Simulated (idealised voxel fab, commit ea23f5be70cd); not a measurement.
This is a process module. Its name is voxel self aligned contacts.
Cross-section cut spans 175 nm and uses square cells 5 nm in size.
Reading order for cross-sections: top band down to bottom band. Underlying form: a grid of square cells. Band size: one or more rows of cells. Band: top height; bottom height; in nm. Then, left to right: material with width in nm, for each material. "edge to edge": a single material spanning edge to edge. "air": empty space. Height 0 is the level under which the wafer as received is all one material. The lowest band goes on downwards, as in "z 0 and below". So if you see something like "30->40" for the width, read it as the top row of the band sitting at the first number and the bottom row at the second, with every row in between moving by the same amount as the last. Where a step carries "nothing was modified", the cross-section came out of it unchanged, cell for cell. This entry, "Voids, fully enclosed", enumerates those empty regions of no fewer than 8 cells that possess no open connection to the top. Each region is reported in the form width x height at distance, the distance being taken from the left edge, with all three quantities expressed in nm. Whatever follows a step's settings on its line is a remark the simulator itself makes about that step. overlay nm: right-of-plan distance of the mask on a masked step; negative values mean left-of-plan.
### The following list gives the planned process steps
1,RECEIVE | material Si
2,CONFORMAL_DEP | material SiO2 | thk nm 5
3,DIRECTIONAL_DEP | material polySi | thk nm 20
4,DIRECTIONAL_DEP | material SiN | thk nm 15
5,MASKED_ETCH | tone cover | mask id GATE | width nm 25 | pitch nm 60 | etch materials SiN | depth nm 15 | overlay nm 0
6,MASKED_ETCH | tone cover | mask id GATE | width nm 25 | pitch nm 60 | etch materials polySi | depth nm 20 | overlay nm 0
7,CONFORMAL_DEP | material SiN | thk nm 5
8,DIRECTIONAL_ETCH | etch materials SiN | depth nm 5
9,FILL_DEP | material SiO2 | thk nm 10
10,CMP | height nm 45
11,PATTERN | tone open | mask id CONTACT | material resist | width nm 45 | pitch nm 60 | thk nm 20 | overlay nm 0
12,DIRECTIONAL_ETCH | etch materials SiO2 | depth nm 45
13,STRIP | etch materials resist
14,CONFORMAL_DEP | material TiN | thk nm 5
15,FILL_DEP | material Ru | thk nm 5
16,CMP | height nm 45
17,CONFORMAL_DEP | material SiCN | thk nm 5
### Wafer cross-section on receipt, i.e. after step 1
> z 0 and below: Si edge to edge
> Voids, fully enclosed: none
### First of two wafers at the end of the module, shown in cross-section; run carried out as planned
> z 50 to 45: SiCN edge to edge
> z 45 to 40: SiO2=35; TiN=15; Ru=15; TiN=15; SiO2=15; TiN=15; Ru=15; TiN=15; SiO2=35
> z 40 to 25: SiO2=10; SiN=35; TiN=5; Ru=15; TiN=5; SiN=35; TiN=5; Ru=15; TiN=5; SiN=35; SiO2=10
> z 25 to 5: SiO2=10; SiN=5; polySi=25; SiN=5; TiN=5; Ru=15; TiN=5; SiN=5; polySi=25; SiN=5; TiN=5; Ru=15; TiN=5; SiN=5; polySi=25; SiN=5; SiO2=10
> z 5 to 0: SiO2=45; TiN=25; SiO2=35; TiN=25; SiO2=45
> z 0 and below: Si edge to edge
> Voids, fully enclosed: none
### Cross-section, wafer two of two, end of module: same start and plan as wafer one, one error in execution
> z 50 to 45: SiCN edge to edge
> z 45 to 40: SiO2=30; TiN=20; Ru=15; TiN=10; SiO2=15; TiN=20; Ru=15; TiN=10; SiO2=40
> z 40 to 25: SiO2=10; SiN=35; TiN=5; Ru=15; TiN=5; SiN=35; TiN=5; Ru=15; TiN=5; SiN=35; SiO2=10
> z 25 to 5: SiO2=10; SiN=5; polySi=25; SiN=5; TiN=5; Ru=15; TiN=5; SiN=5; polySi=25; SiN=5; TiN=5; Ru=15; TiN=5; SiN=5; polySi=25; SiN=5; SiO2=10
> z 5 to 0: SiO2=45; TiN=25; SiO2=35; TiN=25; SiO2=45
> z 0 and below: Si edge to edge
> Voids, fully enclosed: none
Deviation from plan: step 11 did not use the planned setting and instead ran as PATTERN | tone open | mask id CONTACT | material resist | width nm 45 | pitch nm 60 | thk nm 20 | overlay nm -5
If you tally the cells, the second wafer ends up with the same amount of every material as the first; it's all just sitting in different places.
